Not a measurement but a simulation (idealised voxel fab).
Process module in this document: voxel capacitor over wiring
Displayed cross-section: cut, width of 265 nm, square cells sized 5 nm.
A cross-section is a grid of square cells, given in bands from the top down. A band is one or more rows of cells.
A band entry consists of two parts. The first gives the height of the band's top and the height of its bottom, in nm. The rest lists the band's materials from left to right, each with its width in nm. A single material labelled with the word "everywhere" fills the band from edge to edge, and the word "blank" marks empty space.
Where do heights start? At 0: under that level the wafer as delivered is made of one material only. And the lowest band has no floor; it just carries on downward, as in "0 nm and below".
Width spec "30 to 40" -> top row of cells at first value, bottom row at second value, equal per-row change in between.
Take "nothing different" at face value: in the step it is given for, the cross-section changed in none of its cells.
Closed empty spaces (no open way to the top) of 8 cells or more are what "Enclosed void inventory" lists, each as width x height at distance from the left edge, nm for all three.
Anything after a step's settings on that line? It's the simulator's own note about the step.
overlay nm: mask right of planned place by this much (step with mask). Neg. = left.
**plan**
1. RECEIVE [material Si]
2. CONFORMAL_DEP [material SiO2] [thk nm 15]
3. CONFORMAL_DEP [material SiN] [thk nm 5]
4. DIRECTIONAL_DEP [material SiO2] [thk nm 25]
5. MASKED_ETCH [tone open] [mask id METAL_1] [width nm 30] [pitch nm 90] [etch materials SiO2] [depth nm 25] [overlay nm 0]
6. MASKED_ETCH [tone open] [mask id METAL_1] [width nm 30] [pitch nm 90] [etch materials SiN] [depth nm 5] [overlay nm 0]
7. CONFORMAL_DEP [material TiN] [thk nm 5]
8. FILL_DEP [material Cu] [thk nm 10]
9. CMP [height nm 45]
10. CONFORMAL_DEP [material SiCN] [thk nm 5]
11. DIRECTIONAL_DEP [material SiO2] [thk nm 15]
12. PATTERN [tone open] [mask id PLUG_1] [material resist] [width nm 15] [thk nm 15] [overlay nm 0]
13. DIRECTIONAL_ETCH [etch materials SiO2] [depth nm 15]
14. DIRECTIONAL_ETCH [etch materials SiCN] [depth nm 5]
15. STRIP [etch materials resist]
16. EPI [material Ru] [thk nm 10]
17. EPI [material Ru] [thk nm 10]
18. DIRECTIONAL_DEP [material TiN] [thk nm 5]
19. DIRECTIONAL_DEP [material HfO2] [thk nm 5]
20. DIRECTIONAL_DEP [material TiN] [thk nm 10]
21. PATTERN [tone cover] [mask id UPPER_PLATE] [material resist] [width nm 65] [thk nm 15] [overlay nm 0]
22. DIRECTIONAL_ETCH [etch materials TiN] [depth nm 10]
23. DIRECTIONAL_ETCH [etch materials HfO2] [depth nm 5]
24. STRIP [etch materials resist]
25. PATTERN [tone cover] [mask id LOWER_PLATE] [material resist] [width nm 75] [thk nm 15] [overlay nm 0]
26. DIRECTIONAL_ETCH [etch materials TiN] [depth nm 5]
27. STRIP [etch materials resist]
28. FILL_DEP [material SiO2] [thk nm 15]
29. CMP [height nm 95]
30. PATTERN [tone open] [mask id PLUG_2] [material resist] [width nm 15] [thk nm 20] [overlay nm 0]
31. DIRECTIONAL_ETCH [etch materials SiO2] [depth nm 10]
32. STRIP [etch materials resist]
33. CONFORMAL_DEP [material TiN] [thk nm 5]
34. FILL_DEP [material Cu] [thk nm 10]
35. CMP [height nm 95]
36. CONFORMAL_DEP [material SiN] [thk nm 5]
**Cross-section of the wafer at receipt, which is the condition after step 1**
- 0 nm and below: Si everywhere
- Enclosed void inventory: none
**The first of two wafers, cross-sectioned at the end of the module, with the run proceeding as planned**
- 100 nm to 95 nm: SiN everywhere
- 95 nm to 90 nm: SiO2 95 nm, then TiN 5 nm, then Cu 5 nm, then TiN 5 nm, then SiO2 155 nm
- 90 nm to 85 nm: SiO2 95 nm, then TiN 15 nm, then SiO2 155 nm
- 85 nm to 75 nm: SiO2 85 nm, then TiN 65 nm, then SiO2 115 nm
- 75 nm to 70 nm: SiO2 85 nm, then HfO2 65 nm, then SiO2 115 nm
- 70 nm to 65 nm: SiO2 80 nm, then TiN 75 nm, then SiO2 110 nm
- 65 nm to 50 nm: SiO2 85 nm, then Ru 15 nm, then SiO2 165 nm
- 50 nm to 45 nm: SiCN 85 nm, then Ru 15 nm, then SiCN 165 nm
- 45 nm to 20 nm: SiO2 70 nm, then TiN 5 nm, then Cu 20 nm, then TiN 5 nm, then SiO2 60 nm, then TiN 5 nm, then Cu 20 nm, then TiN 5 nm, then SiO2 75 nm
- 20 nm to 15 nm: SiN 70 nm, then TiN 30 nm, then SiN 60 nm, then TiN 30 nm, then SiN 75 nm
- 15 nm to 0 nm: SiO2 everywhere
- 0 nm and below: Si everywhere
- Enclosed void inventory: none
**Here is the second of the two wafers cut open at the end of the module - same start, same plan as the first one, but we made one mistake running it**
- 100 nm to 95 nm: SiN everywhere
- 95 nm to 90 nm: SiO2 95 nm, then TiN 5 nm, then Cu 5 nm, then TiN 5 nm, then SiO2 155 nm
- 90 nm to 85 nm: SiO2 95 nm, then TiN 15 nm, then SiO2 155 nm
- 85 nm to 75 nm: SiO2 85 nm, then TiN 65 nm, then SiO2 115 nm
- 75 nm to 70 nm: SiO2 85 nm, then HfO2 65 nm, then SiO2 115 nm
- 70 nm to 65 nm: SiO2 80 nm, then TiN 75 nm, then SiO2 110 nm
- 65 nm to 50 nm: SiO2 85 nm, then Ru 15 nm, then SiO2 165 nm
- 50 nm to 45 nm: SiCN 85 nm, then Ru 15 nm, then SiCN 165 nm
- 45 nm to 25 nm: SiO2 70 nm, then TiN 5 nm, then Cu 20 nm, then TiN 5 nm, then SiO2 60 nm, then TiN 5 nm, then Cu 20 nm, then TiN 5 nm, then SiO2 75 nm
- 25 nm to 20 nm: SiO2 70 nm, then TiN 30 nm, then SiO2 60 nm, then TiN 30 nm, then SiO2 75 nm
- 20 nm to 15 nm: Ru everywhere
- 15 nm to 0 nm: SiO2 everywhere
- 0 nm and below: Si everywhere
- Enclosed void inventory: none
Misprocessing identified: step 3 was run on a setting that differed from the plan, and what really ran there is CONFORMAL_DEP [material Ru] [thk nm 5]
End check, counted in cells, second wafer has more or fewer of these materials than the first: -8 Cu | +53 Ru | -41 SiN | -4 TiN
